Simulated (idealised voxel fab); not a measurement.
Proc. module: voxel quadruple lines
Cross-section cut: width 280 nm, square cells of 5 nm.
Cross-section format: a grid of square cells, given as bands from top to bottom; each band is one or more rows of cells.
Band: top height; bottom height; in nm. Then, left to right: material with width in nm, for each material. "everywhere": a single material spanning edge to edge. "blank": empty space.
Below 0: as-received wafer, all one material; heights counted from there. Lowest band: no bottom, goes on down, written "0 and below".
It should be noted that a width expressed as "30->40" varies in equal increments from row to row of cells within the band, taking the value of the first number at the top row and that of the second number at the bottom row.
"nothing was modified" after a step means that no cell of the cross-section changed.
The entry titled "Cavities, closed" provides the empty spaces that have no open way to the top, restricted to those of 8 cells or more. Each is presented as width x height at distance, the distance being measured from the left edge, with all three in nm.
Note: text after step settings on the step line = simulator remark on that step.
The optional step-line setting "overlay nm" applies to steps with a mask and quantifies how far to the right of its planned location the mask lay, a negative value indicating leftward placement.
INTENDED PROCESS STEPS
1: op RECEIVE | material Si
2: op CONFORMAL_DEP | material SiO2 | thk nm 5
3: op DIRECTIONAL_DEP | material W | thk nm 10
4: op DIRECTIONAL_DEP | material polySi | thk nm 15
5: op DIRECTIONAL_DEP | material aC | thk nm 25
6: op PATTERN | tone cover | mask id MANDREL | material resist | width nm 30 | thk nm 35 | overlay nm 0
7: op DIRECTIONAL_ETCH | etch materials aC | depth nm 25
8: op STRIP | etch materials resist
9: op CONFORMAL_DEP | material SiO2 | thk nm 10
10: op DIRECTIONAL_ETCH | etch materials SiO2 | depth nm 10
11: op STRIP | etch materials aC
12: op DIRECTIONAL_ETCH | etch materials polySi | depth nm 15
13: op STRIP | etch materials SiO2
14: op CONFORMAL_DEP | material SiN | thk nm 10
15: op DIRECTIONAL_ETCH | etch materials SiN | depth nm 10
16: op STRIP | etch materials polySi
17: op DIRECTIONAL_ETCH | etch materials W | depth nm 10
18: op STRIP | etch materials SiN
ON THE FIRST OF THE TWO WAFERS: RUN CONDUCTED ACCORDING TO PLAN
WAFER CROSS-SECTION ON RECEIPT, I.E. AFTER STEP 1
> 0 and below = Si everywhere
> Cavities, closed: none
STATE OF THE WAFER AFTER STEP 2, SHOWN IN CROSS-SECTION
> 5 down to 0 = SiO2 everywhere
> Nothing below the height 0 has changed.
STATE OF THE WAFER AFTER STEP 3, SHOWN IN CROSS-SECTION
> 15 down to 5 = W everywhere
> Nothing below the height 5 has changed.
STATE OF THE WAFER AFTER STEP 4, SHOWN IN CROSS-SECTION
> 30 down to 15 = polySi everywhere
> Nothing below the height 15 has changed.
STATE OF THE WAFER AFTER STEP 5, SHOWN IN CROSS-SECTION
> 55 down to 30 = aC everywhere
> Nothing below the height 30 has changed.
STATE OF THE WAFER AFTER STEP 6, SHOWN IN CROSS-SECTION
> 90 down to 55 = blank=125; resist=30; blank=125
> Nothing below the height 55 has changed.
STATE OF THE WAFER AFTER STEP 7, SHOWN IN CROSS-SECTION
> 65 down to 55 = blank=125; resist=30; blank=125
> 55 down to 30 = blank=125; aC=30; blank=125
> Nothing below the height 30 has changed.
STATE OF THE WAFER AFTER STEP 8, SHOWN IN CROSS-SECTION
> 55 down to 30 = blank=125; aC=30; blank=125
> Nothing below the height 30 has changed.
STATE OF THE WAFER AFTER STEP 9, SHOWN IN CROSS-SECTION
> 65 down to 55 = blank=115; SiO2=50; blank=115
> 55 down to 40 = blank=115; SiO2=10; aC=30; SiO2=10; blank=115
> 40 down to 30 = SiO2=125; aC=30; SiO2=125
> Nothing below the height 30 has changed.
STATE OF THE WAFER AFTER STEP 10, SHOWN IN CROSS-SECTION
> 55 down to 30 = blank=115; SiO2=10; aC=30; SiO2=10; blank=115
> Nothing below the height 30 has changed.
STATE OF THE WAFER AFTER STEP 11, SHOWN IN CROSS-SECTION
> 55 down to 30 = blank=115; SiO2=10; blank=30; SiO2=10; blank=115
> Nothing below the height 30 has changed.
STATE OF THE WAFER AFTER STEP 12, SHOWN IN CROSS-SECTION
> 55 down to 30 = blank=115; SiO2=10; blank=30; SiO2=10; blank=115
> 30 down to 15 = blank=115; polySi=10; blank=30; polySi=10; blank=115
> Nothing below the height 15 has changed.
STATE OF THE WAFER AFTER STEP 13, SHOWN IN CROSS-SECTION
> 30 down to 15 = blank=115; polySi=10; blank=30; polySi=10; blank=115
> Nothing below the height 15 has changed.
STATE OF THE WAFER AFTER STEP 14, SHOWN IN CROSS-SECTION
> 40 down to 30 = blank=105; SiN=30; blank=10; SiN=30; blank=105
> 30 down to 25 = blank=105; SiN=10; polySi=10; SiN=10; blank=10; SiN=10; polySi=10; SiN=10; blank=105
> 25 down to 15 = SiN=115; polySi=10; SiN=30; polySi=10; SiN=115
> Nothing below the height 15 has changed.
STATE OF THE WAFER AFTER STEP 15, SHOWN IN CROSS-SECTION
> 30 down to 15 = blank=105; SiN=10; polySi=10; SiN=10; blank=10; SiN=10; polySi=10; SiN=10; blank=105
> Nothing below the height 15 has changed.
STATE OF THE WAFER AFTER STEP 16, SHOWN IN CROSS-SECTION
> 30 down to 15 = blank=105; SiN=10; blank=10; SiN=10; blank=10; SiN=10; blank=10; SiN=10; blank=105
> Nothing below the height 15 has changed.
STATE OF THE WAFER AFTER STEP 17, SHOWN IN CROSS-SECTION
> 30 down to 15 = blank=105; SiN=10; blank=10; SiN=10; blank=10; SiN=10; blank=10; SiN=10; blank=105
> 15 down to 5 = blank=105; W=10; blank=10; W=10; blank=10; W=10; blank=10; W=10; blank=105
> Nothing below the height 5 has changed.
STATE OF THE WAFER AFTER STEP 18, SHOWN IN CROSS-SECTION
> 15 down to 5 = blank=105; W=10; blank=10; W=10; blank=10; W=10; blank=10; W=10; blank=105
> Nothing below the height 5 has changed.
SECOND WAFER, SAME STARTING CONDITIONS AND RECIPE AS THE FIRST, ONE MISTAKE IN EXECUTING IT, NOTHING DIFFERS FROM THE FIRST UP TO AND INCLUDING STEP 1
LOOK AT THE SECOND WAFER IN CROSS-SECTION AT THE TIME STEP 2 OUGHT TO HAVE FINISHED
> 5 down to 0 = aC everywhere
> Nothing below the height 0 has changed.
LOOK AT THE SECOND WAFER IN CROSS-SECTION AT THE TIME STEP 3 OUGHT TO HAVE FINISHED
> 15 down to 5 = W everywhere
> Nothing below the height 5 has changed.
LOOK AT THE SECOND WAFER IN CROSS-SECTION AT THE TIME STEP 4 OUGHT TO HAVE FINISHED
> 30 down to 15 = polySi everywhere
> Nothing below the height 15 has changed.
LOOK AT THE SECOND WAFER IN CROSS-SECTION AT THE TIME STEP 5 OUGHT TO HAVE FINISHED
> 55 down to 30 = aC everywhere
> Nothing below the height 30 has changed.
LOOK AT THE SECOND WAFER IN CROSS-SECTION AT THE TIME STEP 6 OUGHT TO HAVE FINISHED
> 90 down to 55 = blank=125; resist=30; blank=125
> Nothing below the height 55 has changed.
LOOK AT THE SECOND WAFER IN CROSS-SECTION AT THE TIME STEP 7 OUGHT TO HAVE FINISHED
> 65 down to 55 = blank=125; resist=30; blank=125
> 55 down to 30 = blank=125; aC=30; blank=125
> Nothing below the height 30 has changed.
LOOK AT THE SECOND WAFER IN CROSS-SECTION AT THE TIME STEP 8 OUGHT TO HAVE FINISHED
> 55 down to 30 = blank=125; aC=30; blank=125
> Nothing below the height 30 has changed.
LOOK AT THE SECOND WAFER IN CROSS-SECTION AT THE TIME STEP 9 OUGHT TO HAVE FINISHED
> 65 down to 55 = blank=115; SiO2=50; blank=115
> 55 down to 40 = blank=115; SiO2=10; aC=30; SiO2=10; blank=115
> 40 down to 30 = SiO2=125; aC=30; SiO2=125
> Nothing below the height 30 has changed.
LOOK AT THE SECOND WAFER IN CROSS-SECTION AT THE TIME STEP 10 OUGHT TO HAVE FINISHED
> 55 down to 30 = blank=115; SiO2=10; aC=30; SiO2=10; blank=115
> Nothing below the height 30 has changed.
LOOK AT THE SECOND WAFER IN CROSS-SECTION AT THE TIME STEP 11 OUGHT TO HAVE FINISHED
> 55 down to 30 = blank=115; SiO2=10; blank=30; SiO2=10; blank=115
> Nothing below the height 30 has changed.
LOOK AT THE SECOND WAFER IN CROSS-SECTION AT THE TIME STEP 12 OUGHT TO HAVE FINISHED
> 55 down to 30 = blank=115; SiO2=10; blank=30; SiO2=10; blank=115
> 30 down to 15 = blank=115; polySi=10; blank=30; polySi=10; blank=115
> Nothing below the height 15 has changed.
LOOK AT THE SECOND WAFER IN CROSS-SECTION AT THE TIME STEP 13 OUGHT TO HAVE FINISHED
> 30 down to 15 = blank=115; polySi=10; blank=30; polySi=10; blank=115
> Nothing below the height 15 has changed.
LOOK AT THE SECOND WAFER IN CROSS-SECTION AT THE TIME STEP 14 OUGHT TO HAVE FINISHED
> 40 down to 30 = blank=105; SiN=30; blank=10; SiN=30; blank=105
> 30 down to 25 = blank=105; SiN=10; polySi=10; SiN=10; blank=10; SiN=10; polySi=10; SiN=10; blank=105
> 25 down to 15 = SiN=115; polySi=10; SiN=30; polySi=10; SiN=115
> Nothing below the height 15 has changed.
LOOK AT THE SECOND WAFER IN CROSS-SECTION AT THE TIME STEP 15 OUGHT TO HAVE FINISHED
> 30 down to 15 = blank=105; SiN=10; polySi=10; SiN=10; blank=10; SiN=10; polySi=10; SiN=10; blank=105
> Nothing below the height 15 has changed.
LOOK AT THE SECOND WAFER IN CROSS-SECTION AT THE TIME STEP 16 OUGHT TO HAVE FINISHED
> 30 down to 15 = blank=105; SiN=10; blank=10; SiN=10; blank=10; SiN=10; blank=10; SiN=10; blank=105
> Nothing below the height 15 has changed.
LOOK AT THE SECOND WAFER IN CROSS-SECTION AT THE TIME STEP 17 OUGHT TO HAVE FINISHED
> 30 down to 15 = blank=105; SiN=10; blank=10; SiN=10; blank=10; SiN=10; blank=10; SiN=10; blank=105
> 15 down to 5 = blank=105; W=10; blank=10; W=10; blank=10; W=10; blank=10; W=10; blank=105
> Nothing below the height 5 has changed.
LOOK AT THE SECOND WAFER IN CROSS-SECTION AT THE TIME STEP 18 OUGHT TO HAVE FINISHED
> 15 down to 5 = blank=105; W=10; blank=10; W=10; blank=10; W=10; blank=10; W=10; blank=105
> Nothing below the height 5 has changed.
Run error: rather than as planned, step 2 actually ran as op CONFORMAL_DEP | material aC | thk nm 5
Per the end-of-run cell counts, the second wafer holds more or fewer of some materials than the first: 56 fewer of SiO2, 56 more of aC
